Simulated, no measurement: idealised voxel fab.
The name of this process module is voxel self aligned contacts.
Cross-section cut: width 190 nm, square cells of 5 nm.
Cross-sections here: square-cell grids, written as top-down lists of bands, a band being one or more rows of cells. In this notation a band is specified by the heights of its top and bottom, in that order and in nm, after which its materials appear from left to right, each paired with its width in nm. The word "full width" attached to a single material means that material fills the band from edge to edge; the word "empty" stands for empty space. All heights in this document are referenced to 0, defined as the level beneath which the wafer, as received, consists entirely of one material. The lowest band is not bounded below; it extends indefinitely downward and is written in the form "0..down". The two numbers in a width such as "30..40" mark its ends across the band: the first belongs to the top row of cells, the second to the bottom row, and from each row to the next the width moves by the same amount. "no change occurred" (step): cross-section cells unchanged, all of them. What "Enclosed empty spaces" gives you is every empty space of 8 cells or more that is cut off from the top. Each appears as width x height at distance, with the distance taken from the left edge and width, height and distance all in nm. If you see something after the settings on a step's line, that's the simulator's own remark about that step. "overlay nm" denotes, for a step that has a mask, the displacement of the mask to the right of its planned place, with negative values corresponding to the left.
**List of planned process steps**
1,RECEIVE,material Si
2,CONFORMAL_DEP,material SiO2,thk nm 5
3,DIRECTIONAL_DEP,material polySi,thk nm 20
4,DIRECTIONAL_DEP,material SiN,thk nm 20
5,DIRECTIONAL_DEP,material aC,thk nm 15
6,PATTERN,tone cover,mask id GATE,material resist,width nm 25,pitch nm 65,thk nm 35,overlay nm 0
7,DIRECTIONAL_ETCH,etch materials aC,depth nm 15
8,STRIP,etch materials resist
9,DIRECTIONAL_ETCH,etch materials SiN,depth nm 20
10,DIRECTIONAL_ETCH,etch materials polySi,depth nm 20
11,STRIP,etch materials aC
12,CONFORMAL_DEP,material SiN,thk nm 10
13,DIRECTIONAL_ETCH,etch materials SiN,depth nm 10
14,FILL_DEP,material SiO2,thk nm 20
15,CMP,height nm 55
16,PATTERN,tone open,mask id CONTACT,material resist,width nm 50,pitch nm 65,thk nm 20,overlay nm -15
17,DIRECTIONAL_ETCH,etch materials SiO2,depth nm 55
18,STRIP,etch materials resist
19,CONFORMAL_DEP,material TiN,thk nm 5
20,FILL_DEP,material Ru,thk nm 5
21,CMP,height nm 55
22,CONFORMAL_DEP,material SiCN,thk nm 5
Among the wafers covered here, the point of difference is the overlay nm at step 16; their starting state is shared, and the plan presents the value of the first wafer.
**Cut through the first of several wafers as received, post step 1**
  0..down | Si full width
  Enclosed empty spaces: none
**Per-wafer rows below. For each material: cells gained (+) or lost (-) since the wafer was received, as of end of module. Then: closed voids**
overlay nm -15; +52 Ru; +38 SiCN; +156 SiN; +90 SiO2; +60 TiN; +60 polySi; Enclosed empty spaces: none
overlay nm -10; +52 Ru; +38 SiCN; +156 SiN; +90 SiO2; +60 TiN; +60 polySi; Enclosed empty spaces: none
overlay nm -5; +52 Ru; +38 SiCN; +156 SiN; +90 SiO2; +60 TiN; +60 polySi; Enclosed empty spaces: none
overlay nm 0; +52 Ru; +38 SiCN; +156 SiN; +90 SiO2; +60 TiN; +60 polySi; Enclosed empty spaces: none
overlay nm 5; +52 Ru; +38 SiCN; +156 SiN; +90 SiO2; +60 TiN; +60 polySi; Enclosed empty spaces: none
overlay nm 10; +52 Ru; +38 SiCN; +156 SiN; +90 SiO2; +60 TiN; +60 polySi; Enclosed empty spaces: none
overlay nm 15; +52 Ru; +38 SiCN; +156 SiN; +90 SiO2; +60 TiN; +60 polySi; Enclosed empty spaces: none
